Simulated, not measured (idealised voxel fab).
The following process module bears the name voxel capacitor over wiring.
We display cut, a cross-section 140 nm in width whose square cells are each 5 nm.
Square cells in a grid make up a cross-section in this document, and the grid is given as bands, listed from the top down, each one or more rows of cells.
For a band, the entry starts with two heights in nm, that of the top and then that of the bottom, and carries on with the band's materials in order from left to right, each alongside its width in nm; the word "edge to edge" beside a single material means it fills the band edge to edge, and "blank" means empty space.
Counting heights begins at 0, where everything beneath is, in the wafer as received, one material. The lowest band has no bottom; it goes on downwards, as "0..down" shows.
Top row gets the first number, bottom row gets the second, and each row in between changes by the same step: that is how a band width like "30->40" works.
"identical to before" after a step means that no cell of the cross-section changed.
"Enclosed voids": empty spaces of 8 cells or more with no open way to the top, each given as width x height at distance, distance from the left edge, all in nm.
Read whatever lies past the settings on a step's line as the simulator's own remark about the step.
Regarding "overlay nm": on a step with a mask, it is the distance the mask lay to the right of its planned place; a negative value places it to the left.
From here on the document is pairs. In a pair, the cross-section before one process step comes with the cross-section after it, and the latter goes no deeper than the lowest band that changed. What lies in between, the step and its settings, is written under the pair. A pair may be from a different run of this module on the same starting wafer than the pair above it, so it continues from that pair only where its entry headed "State before" says so.
State before
	60..55 = blank (20); SiN (15); blank (105)
	55..50 = blank (20); TiN (15); blank (105)
	50..45 = SiN (20); SiO2 (15); SiN (105)
	45..40 = TiN (20); SiO2 (15); TiN (105)
	40..35 = SiCN edge to edge
	35..15 = lowk (15); TiN (5); Ru (10); TiN (5); lowk (65); TiN (5); Ru (10); TiN (5); lowk (20)
	15..10 = SiN (15); TiN (20); SiN (65); TiN (20); SiN (20)
	10..0 = SiO2 edge to edge
	0..down = Si edge to edge
	Enclosed voids: none
After
	70..60 = blank (20); TiN (15); blank (105)
	60..55 = TiN (20); SiN (15); TiN (105)
	55..50 = TiN edge to edge
	Note: structure below 50 unchanged.
	Enclosed voids: none
Going from the before section above to the after section, the step was DIRECTIONAL_DEP: material TiN, thk nm 10
State before: per the after cross-section of the pair just above.
After
	80..70 = blank (20); aC (15); blank (105)
	70..60 = aC (20); TiN (15); aC (105)
	Note: structure below 60 unchanged.
	Enclosed voids: none
Going from the before section above to the after section, the step was DIRECTIONAL_DEP: material aC, thk nm 10
State before: per the after cross-section of the pair just above.
After
	110..80 = blank (20); resist (70); blank (50)
	80..70 = blank (20); aC (15); resist (55); blank (50)
	Note: structure below 70 unchanged.
	Enclosed voids: none
Going from the before section above to the after section, the step was PATTERN: tone cover, mask id UPPER_PLATE, material resist, width nm 70, thk nm 30, overlay nm 0
State before: per the after cross-section of the pair just above.
After
	100..80 = blank (20); resist (70); blank (50)
	80..70 = blank (20); aC (15); resist (55); blank (50)
	70..60 = blank (20); TiN (15); aC (55); blank (50)
	Note: structure below 60 unchanged.
	Enclosed voids: none
Going from the before section above to the after section, the step was DIRECTIONAL_ETCH: etch materials aC, depth nm 10
State before: per the after cross-section of the pair just above.
After
	80..70 = blank (20); aC (15); blank (105)
	Note: structure below 70 unchanged.
	Enclosed voids: none
Going from the before section above to the after section, the step was STRIP: etch materials resist
State before: per the after cross-section of the pair just above.
After
	80..70 = blank (20); aC (15); blank (105)
	70..60 = blank (20); TiN (15); aC (55); blank (50)
	60..55 = blank (20); SiN (15); TiN (55); blank (50)
	55..50 = blank (20); TiN (70); blank (50)
	Note: structure below 50 unchanged.
	Enclosed voids: none
Going from the before section above to the after section, the step was DIRECTIONAL_ETCH: etch materials TiN, depth nm 10
State before: per the after cross-section of the pair just above.
After
	80..70 = blank (20); aC (15); blank (105)
	70..60 = blank (20); TiN (15); aC (55); blank (50)
	60..55 = blank (20); SiN (15); TiN (55); blank (50)
	55..50 = blank (20); TiN (70); blank (50)
	50..45 = blank (20); SiO2 (15); SiN (55); blank (50)
	Note: structure below 45 unchanged.
	Enclosed voids: none
Going from the before section above to the after section, the step was DIRECTIONAL_ETCH: etch materials SiN, depth nm 5
State before: per the after cross-section of the pair just above.
After
	70..60 = blank (20); TiN (15); blank (105)
	Note: structure below 60 unchanged.
	Enclosed voids: none
Going from the before section above to the after section, the step was STRIP: etch materials aC
State before: per the after cross-section of the pair just above.
After
	85..75 = blank (20); aC (15); blank (105)
	75..70 = blank (20); aC (70); blank (50)
	70..60 = blank (20); TiN (15); aC (55); blank (50)
	60..55 = aC (20); SiN (15); TiN (55); aC (50)
	55..50 = aC (20); TiN (70); aC (50)
	50..45 = aC (20); SiO2 (15); SiN (55); aC (50)
	Note: structure below 45 unchanged.
	Enclosed voids: none
Going from the before section above to the after section, the step was DIRECTIONAL_DEP: material aC, thk nm 15
State before: per the after cross-section of the pair just above.
After
	120..85 = blank (15); resist (80); blank (45)
	85..75 = blank (15); resist (5); aC (15); resist (60); blank (45)
	75..70 = blank (15); resist (5); aC (70); resist (5); blank (45)
	70..60 = blank (15); resist (5); TiN (15); aC (55); resist (5); blank (45)
	Note: structure below 60 unchanged.
	Enclosed voids: none
Going from the before section above to the after section, the step was PATTERN: tone cover, mask id LOWER_PLATE, material resist, width nm 80, thk nm 35, overlay nm 0
State before: per the after cross-section of the pair just above.
After
	105..85 = blank (15); resist (80); blank (45)
	85..75 = blank (15); resist (5); aC (15); resist (60); blank (45)
	75..70 = blank (15); resist (5); aC (70); resist (5); blank (45)
	70..60 = blank (15); resist (5); TiN (15); aC (55); resist (5); blank (45)
	60..55 = blank (15); aC (5); SiN (15); TiN (55); aC (5); blank (45)
	55..50 = blank (15); aC (5); TiN (70); aC (5); blank (45)
	50..45 = blank (15); aC (5); SiO2 (15); SiN (55); aC (5); blank (45)
	Note: structure below 45 unchanged.
	Enclosed voids: none
Going from the before section above to the after section, the step was DIRECTIONAL_ETCH: etch materials aC, depth nm 15
State before: per the after cross-section of the pair just above.
After
	85..75 = blank (20); aC (15); blank (105)
	75..70 = blank (20); aC (70); blank (50)
	70..60 = blank (20); TiN (15); aC (55); blank (50)
	Note: structure below 60 unchanged.
	Enclosed voids: none
Going from the before section above to the after section, the step was STRIP: etch materials resist
State before: per the after cross-section of the pair just above.
After
	85..75 = blank (20); aC (15); blank (105)
	75..70 = blank (20); aC (70); blank (50)
	70..60 = blank (20); TiN (15); aC (55); blank (50)
	60..55 = blank (15); aC (5); SiN (15); TiN (55); aC (5); blank (45)
	55..50 = blank (15); aC (5); TiN (70); aC (5); blank (45)
	50..45 = blank (15); aC (5); SiO2 (15); SiN (55); aC (5); blank (45)
	45..40 = blank (15); TiN (5); SiO2 (15); TiN (60); blank (45)
	Note: structure below 40 unchanged.
	Enclosed voids: none
Going from the before section above to the after section, the step was DIRECTIONAL_ETCH: etch materials TiN, depth nm 5
State before: per the after cross-section of the pair just above.
After
	70..60 = blank (20); TiN (15); blank (105)
	60..55 = blank (20); SiN (15); TiN (55); blank (50)
	55..50 = blank (20); TiN (70); blank (50)
	50..45 = blank (20); SiO2 (15); SiN (55); blank (50)
	Note: structure below 45 unchanged.
	Enclosed voids: none
Going from the before section above to the after section, the step was STRIP: etch materials aC
State before: per the after cross-section of the pair just above.
After
	85..70 = SiO2 edge to edge
	70..60 = SiO2 (20); TiN (15); SiO2 (105)
	60..55 = SiO2 (20); SiN (15); TiN (55); SiO2 (50)
	55..50 = SiO2 (20); TiN (70); SiO2 (50)
	50..45 = SiO2 (35); SiN (55); SiO2 (50)
	45..40 = SiO2 (15); TiN (5); SiO2 (15); TiN (60); SiO2 (45)
	Note: structure below 40 unchanged.
	Enclosed voids: none
Going from the before section above to the after section, the step was FILL_DEP: material SiO2, thk nm 15
State before: per the after cross-section of the pair just above.
After
	80..70 = SiO2 edge to edge
	Note: structure below 70 unchanged.
	Enclosed voids: none
Going from the before section above to the after section, the step was CMP: height nm 80
State before: per the after cross-section of the pair just above.
After
	95..80 = resist (30); blank (15); resist (95)
	Note: structure below 80 unchanged.
	Enclosed voids: none
Going from the before section above to the after section, the step was PATTERN: tone open, mask id PLUG_2, material resist, width nm 15, thk nm 15, overlay nm 0
State before: per the after cross-section of the pair just above.
After
	95..80 = resist (30); blank (15); resist (95)
	80..70 = SiO2 (30); blank (15); SiO2 (95)
	Note: structure below 70 unchanged.
	Enclosed voids: none
Going from the before section above to the after section, the step was DIRECTIONAL_ETCH: etch materials SiO2, depth nm 10
State before: per the after cross-section of the pair just above.
After
	80..70 = SiO2 (30); blank (15); SiO2 (95)
	Note: structure below 70 unchanged.
	Enclosed voids: none
Going from the before section above to the after section, the step was STRIP: etch materials resist
State before: per the after cross-section of the pair just above.
After
	85..80 = TiN (35); blank (5); TiN (100)
	80..75 = SiO2 (30); TiN (5); blank (5); TiN (5); SiO2 (95)
	75..70 = SiO2 (30); TiN (15); SiO2 (95)
	Note: structure below 70 unchanged.
	Enclosed voids: none
Going from the before section above to the after section, the step was CONFORMAL_DEP: material TiN, thk nm 5
State before: per the after cross-section of the pair just above.
After
	95..85 = Cu edge to edge
	85..80 = TiN (35); Cu (5); TiN (100)
	80..75 = SiO2 (30); TiN (5); Cu (5); TiN (5); SiO2 (95)
	Note: structure below 75 unchanged.
	Enclosed voids: none
Going from the before section above to the after section, the step was FILL_DEP: material Cu, thk nm 10
State before: per the after cross-section of the pair just above.
After
	80..75 = SiO2 (30); TiN (5); Cu (5); TiN (5); SiO2 (95)
	Note: structure below 75 unchanged.
	Enclosed voids: none
Going from the before section above to the after section, the step was CMP: height nm 80
State before: per the after cross-section of the pair just above.
After
	85..80 = SiN edge to edge
	Note: structure below 80 unchanged.
	Enclosed voids: none
Going from the before section above to the after section, the step was CONFORMAL_DEP: material SiN, thk nm 5
